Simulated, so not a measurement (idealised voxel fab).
process module | voxel spacer lines
cross-section cut | 150 nm wide | cells 5 nm
A cross-section is a grid of square cells, given in bands from the top down. A band is one or more rows of cells.
Each band's line starts with the height of the band's top and of its bottom, in nm. Then come its materials from left to right, each with its width in nm. One material with "throughout" fills the band from edge to edge. "air" is empty space.
Height 0 is the level under which the wafer as received is all one material. The lowest band goes on downwards, as in "0 down".
A width such as "30 to 40" changes by the same amount from each row of cells to the next, from the band's top row to its bottom row.
"no change" after a step means that no cell of the cross-section changed.
closed voids: empty space of 8 cells or more with no open way to the top, each as width x height at its distance from the left edge, in nm
after a step's settings: what the simulator itself notes on the step
overlay nm, on a step with a mask: how far to the right of its planned place the mask lay; to the left if negative
plan
1 op RECEIVE | material Si
2 op CONFORMAL_DEP | material Al2O3 | thk nm 10
3 op DIRECTIONAL_DEP | material TiN | thk nm 15
4 op DIRECTIONAL_DEP | material polySi | thk nm 30
5 op PATTERN | tone cover | mask id MANDREL | material resist | width nm 20 | pitch nm 60 | thk nm 40 | overlay nm 0
6 op DIRECTIONAL_ETCH | etch materials polySi | depth nm 30
7 op STRIP | etch materials resist
8 op CONFORMAL_DEP | material SiN | thk nm 10
9 op DIRECTIONAL_ETCH | etch materials SiN | depth nm 10
10 op STRIP | etch materials polySi
11 op DIRECTIONAL_ETCH | etch materials TiN | depth nm 15
12 op STRIP | etch materials SiN
13 op FILL_DEP | material lowk | thk nm 10
14 op CMP | height nm 25
first wafer, as planned
as received, after step 1
  0 down: Si throughout
  closed voids: none
after step 2
  10 to 0: Al2O3 throughout
  below 0: unchanged
after step 3
  25 to 10: TiN throughout
  below 10: unchanged
after step 4
  55 to 25: polySi throughout
  below 25: unchanged
after step 5
  95 to 55: air 35 | resist 20 | air 40 | resist 20 | air 35
  below 55: unchanged
after step 6
  95 to 55: air 35 | resist 20 | air 40 | resist 20 | air 35
  55 to 25: air 35 | polySi 20 | air 40 | polySi 20 | air 35
  below 25: unchanged
after step 7
  55 to 25: air 35 | polySi 20 | air 40 | polySi 20 | air 35
  below 25: unchanged
after step 8
  65 to 55: air 25 | SiN 40 | air 20 | SiN 40 | air 25
  55 to 35: air 25 | SiN 10 | polySi 20 | SiN 10 | air 20 | SiN 10 | polySi 20 | SiN 10 | air 25
  35 to 25: SiN 35 | polySi 20 | SiN 40 | polySi 20 | SiN 35
  below 25: unchanged
after step 9
  55 to 25: air 25 | SiN 10 | polySi 20 | SiN 10 | air 20 | SiN 10 | polySi 20 | SiN 10 | air 25
  below 25: unchanged
after step 10
  55 to 25: air 25 | SiN 10 | air 20 | SiN 10 | air 20 | SiN 10 | air 20 | SiN 10 | air 25
  below 25: unchanged
after step 11
  55 to 25: air 25 | SiN 10 | air 20 | SiN 10 | air 20 | SiN 10 | air 20 | SiN 10 | air 25
  25 to 10: air 25 | TiN 10 | air 20 | TiN 10 | air 20 | TiN 10 | air 20 | TiN 10 | air 25
  below 10: unchanged
after step 12
  25 to 10: air 25 | TiN 10 | air 20 | TiN 10 | air 20 | TiN 10 | air 20 | TiN 10 | air 25
  below 10: unchanged
after step 13
  35 to 25: lowk throughout
  25 to 10: lowk 25 | TiN 10 | lowk 20 | TiN 10 | lowk 20 | TiN 10 | lowk 20 | TiN 10 | lowk 25
  below 10: unchanged
after step 14
  25 to 10: lowk 25 | TiN 10 | lowk 20 | TiN 10 | lowk 20 | TiN 10 | lowk 20 | TiN 10 | lowk 25
  below 10: unchanged
second wafer: like start, like plan, one mistake. Through step 12 it matches the first wafer
when step 13 should have ended
  35 to 25: Al2O3 throughout
  25 to 10: Al2O3 25 | TiN 10 | Al2O3 20 | TiN 10 | Al2O3 20 | TiN 10 | Al2O3 20 | TiN 10 | Al2O3 25
  below 10: unchanged
when step 14 should have ended
  25 to 10: Al2O3 25 | TiN 10 | Al2O3 20 | TiN 10 | Al2O3 20 | TiN 10 | Al2O3 20 | TiN 10 | Al2O3 25
  below 10: unchanged
what went wrong: step 13 ran as: op FILL_DEP | material Al2O3 | thk nm 10
at the end the second wafer has, in cells: 66 more of Al2O3 | 66 fewer of lowk
